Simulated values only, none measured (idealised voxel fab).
The following is a process module called voxel self aligned vias.
Square cells of 5 nm make up the cross-section cut, whose width is 240 nm.
The cross-sections in this document take the form of a grid made of square cells. They are written out as bands, in order from top to bottom. Each band consists of one or more rows of cells. The entry gives the band's vertical extent as a top height and a bottom height in nm, then its horizontal make-up as materials from left to right, each with a width in nm. "air" stands for empty space; a single material marked "edge to edge" fills the band edge to edge. Counting heights begins at 0, where everything beneath is, in the wafer as received, one material. The lowest band has no bottom; it goes on downwards, as "0 nm and below" shows. Top row gets the first number, bottom row gets the second, and each row in between changes by the same step: that is how a band width like "30 to 40" works. You'll sometimes find "nothing altered" written for a step, and that's the way of saying that nowhere in the cross-section did a cell change during that step. Entry "Entrapped void list". Content: empty spaces with no open connection to the top, size 8 cells or greater. Each: width x height at distance. Distance: from left edge. Unit: nm. Post-settings text on a step line: simulator's own remark regarding the step. Each step line may optionally specify "overlay nm", which for a step with a mask gives the rightward distance between the mask's planned place and where it lay, a negative value indicating the leftward direction.
-- Process steps - plan
1) RECEIVE with material Si
2) CONFORMAL_DEP with material SiO2, thk nm 15
3) CONFORMAL_DEP with material SiCN, thk nm 5
4) DIRECTIONAL_DEP with material SiO2, thk nm 25
5) MASKED_ETCH with tone open, mask id LINES, width nm 30, pitch nm 55, etch materials SiO2, depth nm 25, overlay nm 0
6) CONFORMAL_DEP with material TiN, thk nm 5
7) FILL_DEP with material W, thk nm 10
8) CMP with height nm 45
9) SELECTIVE_ETCH with etch materials W Ru TiN, depth nm 5
10) FILL_DEP with material SiN, thk nm 10
11) CMP with height nm 45
12) DIRECTIONAL_DEP with material SiO2, thk nm 20
13) MASKED_ETCH with tone open, mask id VIAS, width nm 40, pitch nm 55, etch materials SiO2, depth nm 20, overlay nm 0
14) MASKED_ETCH with tone open, mask id VIAS, width nm 40, pitch nm 55, etch materials SiN, depth nm 5, overlay nm 0
15) CONFORMAL_DEP with material TiN, thk nm 5
16) FILL_DEP with material W, thk nm 10
17) CMP with height nm 65
18) CONFORMAL_DEP with material SiCN, thk nm 5
-- First wafer out of two, processed as planned
-- As-received state of the wafer in cross-section, equivalent to post-step 1
    0 nm and below = Si edge to edge
    Entrapped void list: none
-- After step 2: wafer cross-section
    15 nm to 0 nm = SiO2 edge to edge
    Lower than 0, everything is as it was.
-- After step 3: wafer cross-section
    20 nm to 15 nm = SiCN edge to edge
    Lower than 15, everything is as it was.
-- After step 4: wafer cross-section
    45 nm to 20 nm = SiO2 edge to edge
    Lower than 20, everything is as it was.
-- After step 5: wafer cross-section
    45 nm to 20 nm = SiO2=75 / air=30 / SiO2=25 / air=30 / SiO2=80
    Lower than 20, everything is as it was.
-- After step 6: wafer cross-section
    50 nm to 45 nm = TiN=80 / air=20 / TiN=35 / air=20 / TiN=85
    45 nm to 25 nm = SiO2=75 / TiN=5 / air=20 / TiN=5 / SiO2=25 / TiN=5 / air=20 / TiN=5 / SiO2=80
    25 nm to 20 nm = SiO2=75 / TiN=30 / SiO2=25 / TiN=30 / SiO2=80
    Lower than 20, everything is as it was.
-- After step 7: wafer cross-section
    60 nm to 50 nm = W edge to edge
    50 nm to 45 nm = TiN=80 / W=20 / TiN=35 / W=20 / TiN=85
    45 nm to 25 nm = SiO2=75 / TiN=5 / W=20 / TiN=5 / SiO2=25 / TiN=5 / W=20 / TiN=5 / SiO2=80
    Lower than 25, everything is as it was.
-- After step 8: wafer cross-section
    45 nm to 25 nm = SiO2=75 / TiN=5 / W=20 / TiN=5 / SiO2=25 / TiN=5 / W=20 / TiN=5 / SiO2=80
    Lower than 25, everything is as it was.
-- After step 9: wafer cross-section
    45 nm to 40 nm = SiO2=75 / air=30 / SiO2=25 / air=30 / SiO2=80
    Lower than 40, everything is as it was.
-- After step 10: wafer cross-section
    55 nm to 45 nm = SiN edge to edge
    45 nm to 40 nm = SiO2=75 / SiN=30 / SiO2=25 / SiN=30 / SiO2=80
    Lower than 40, everything is as it was.
-- After step 11: wafer cross-section
    45 nm to 40 nm = SiO2=75 / SiN=30 / SiO2=25 / SiN=30 / SiO2=80
    Lower than 40, everything is as it was.
-- After step 12: wafer cross-section
    65 nm to 45 nm = SiO2 edge to edge
    Lower than 45, everything is as it was.
-- After step 13: wafer cross-section
    65 nm to 45 nm = SiO2=70 / air=40 / SiO2=15 / air=40 / SiO2=75
    Lower than 45, everything is as it was.
-- After step 14: wafer cross-section
    65 nm to 45 nm = SiO2=70 / air=40 / SiO2=15 / air=40 / SiO2=75
    45 nm to 40 nm = SiO2=75 / air=30 / SiO2=25 / air=30 / SiO2=80
    Lower than 40, everything is as it was.
-- After step 15: wafer cross-section
    70 nm to 65 nm = TiN=75 / air=30 / TiN=25 / air=30 / TiN=80
    65 nm to 50 nm = SiO2=70 / TiN=5 / air=30 / TiN=5 / SiO2=15 / TiN=5 / air=30 / TiN=5 / SiO2=75
    50 nm to 45 nm = SiO2=70 / TiN=10 / air=20 / TiN=10 / SiO2=15 / TiN=10 / air=20 / TiN=10 / SiO2=75
    45 nm to 40 nm = SiO2=75 / TiN=30 / SiO2=25 / TiN=30 / SiO2=80
    Lower than 40, everything is as it was.
-- After step 16: wafer cross-section
    80 nm to 70 nm = W edge to edge
    70 nm to 65 nm = TiN=75 / W=30 / TiN=25 / W=30 / TiN=80
    65 nm to 50 nm = SiO2=70 / TiN=5 / W=30 / TiN=5 / SiO2=15 / TiN=5 / W=30 / TiN=5 / SiO2=75
    50 nm to 45 nm = SiO2=70 / TiN=10 / W=20 / TiN=10 / SiO2=15 / TiN=10 / W=20 / TiN=10 / SiO2=75
    Lower than 45, everything is as it was.
-- After step 17: wafer cross-section
    65 nm to 50 nm = SiO2=70 / TiN=5 / W=30 / TiN=5 / SiO2=15 / TiN=5 / W=30 / TiN=5 / SiO2=75
    Lower than 50, everything is as it was.
-- After step 18: wafer cross-section
    70 nm to 65 nm = SiCN edge to edge
    Lower than 65, everything is as it was.
-- Second of two: same start, same plan, one run error; steps up to and including 4 match the first
-- Second wafer, cut view, end of step 5 per plan
    45 nm to 20 nm = air=75 / SiO2=30 / air=25 / SiO2=30 / air=80
    Lower than 20, everything is as it was.
-- Second wafer, cut view, end of step 6 per plan
    50 nm to 45 nm = air=70 / TiN=40 / air=15 / TiN=40 / air=75
    45 nm to 25 nm = air=70 / TiN=5 / SiO2=30 / TiN=5 / air=15 / TiN=5 / SiO2=30 / TiN=5 / air=75
    25 nm to 20 nm = TiN=75 / SiO2=30 / TiN=25 / SiO2=30 / TiN=80
    Lower than 20, everything is as it was.
-- Second wafer, cut view, end of step 7 per plan
    60 nm to 50 nm = W edge to edge
    50 nm to 45 nm = W=70 / TiN=40 / W=15 / TiN=40 / W=75
    45 nm to 25 nm = W=70 / TiN=5 / SiO2=30 / TiN=5 / W=15 / TiN=5 / SiO2=30 / TiN=5 / W=75
    Lower than 25, everything is as it was.
-- Second wafer, cut view, end of step 8 per plan
    45 nm to 25 nm = W=70 / TiN=5 / SiO2=30 / TiN=5 / W=15 / TiN=5 / SiO2=30 / TiN=5 / W=75
    Lower than 25, everything is as it was.
-- Second wafer, cut view, end of step 9 per plan
    45 nm to 40 nm = air=75 / SiO2=30 / air=25 / SiO2=30 / air=80
    Lower than 40, everything is as it was.
-- Second wafer, cut view, end of step 10 per plan
    55 nm to 45 nm = SiN edge to edge
    45 nm to 40 nm = SiN=75 / SiO2=30 / SiN=25 / SiO2=30 / SiN=80
    Lower than 40, everything is as it was.
-- Second wafer, cut view, end of step 11 per plan
    45 nm to 40 nm = SiN=75 / SiO2=30 / SiN=25 / SiO2=30 / SiN=80
    Lower than 40, everything is as it was.
-- Second wafer, cut view, end of step 12 per plan
    65 nm to 45 nm = SiO2 edge to edge
    Lower than 45, everything is as it was.
-- Second wafer, cut view, end of step 13 per plan
    65 nm to 45 nm = SiO2=70 / air=40 / SiO2=15 / air=40 / SiO2=75
    Lower than 45, everything is as it was.
-- Second wafer, cut view, end of step 14 per plan
    65 nm to 45 nm = SiO2=70 / air=40 / SiO2=15 / air=40 / SiO2=75
    45 nm to 40 nm = SiN=70 / air=5 / SiO2=30 / air=5 / SiN=15 / air=5 / SiO2=30 / air=5 / SiN=75
    Lower than 40, everything is as it was.
-- Second wafer, cut view, end of step 15 per plan
    70 nm to 65 nm = TiN=75 / air=30 / TiN=25 / air=30 / TiN=80
    65 nm to 50 nm = SiO2=70 / TiN=5 / air=30 / TiN=5 / SiO2=15 / TiN=5 / air=30 / TiN=5 / SiO2=75
    50 nm to 45 nm = SiO2=70 / TiN=40 / SiO2=15 / TiN=40 / SiO2=75
    45 nm to 40 nm = SiN=70 / TiN=5 / SiO2=30 / TiN=5 / SiN=15 / TiN=5 / SiO2=30 / TiN=5 / SiN=75
    Lower than 40, everything is as it was.
-- Second wafer, cut view, end of step 16 per plan
    80 nm to 70 nm = W edge to edge
    70 nm to 65 nm = TiN=75 / W=30 / TiN=25 / W=30 / TiN=80
    65 nm to 50 nm = SiO2=70 / TiN=5 / W=30 / TiN=5 / SiO2=15 / TiN=5 / W=30 / TiN=5 / SiO2=75
    Lower than 50, everything is as it was.
-- Second wafer, cut view, end of step 17 per plan
    65 nm to 50 nm = SiO2=70 / TiN=5 / W=30 / TiN=5 / SiO2=15 / TiN=5 / W=30 / TiN=5 / SiO2=75
    Lower than 50, everything is as it was.
-- Second wafer, cut view, end of step 18 per plan
    70 nm to 65 nm = SiCN edge to edge
    Lower than 65, everything is as it was.
Finding, execution versus plan: step 5 did not happen as planned, as run it was MASKED_ETCH with tone cover, mask id LINES, width nm 30, pitch nm 55, etch materials SiO2, depth nm 25, overlay nm 0
The closing comparison, in cells, has the second wafer with more or fewer of some materials than the first: SiN: 32 more; SiO2: 120 fewer; TiN: 24 more; W: 64 more
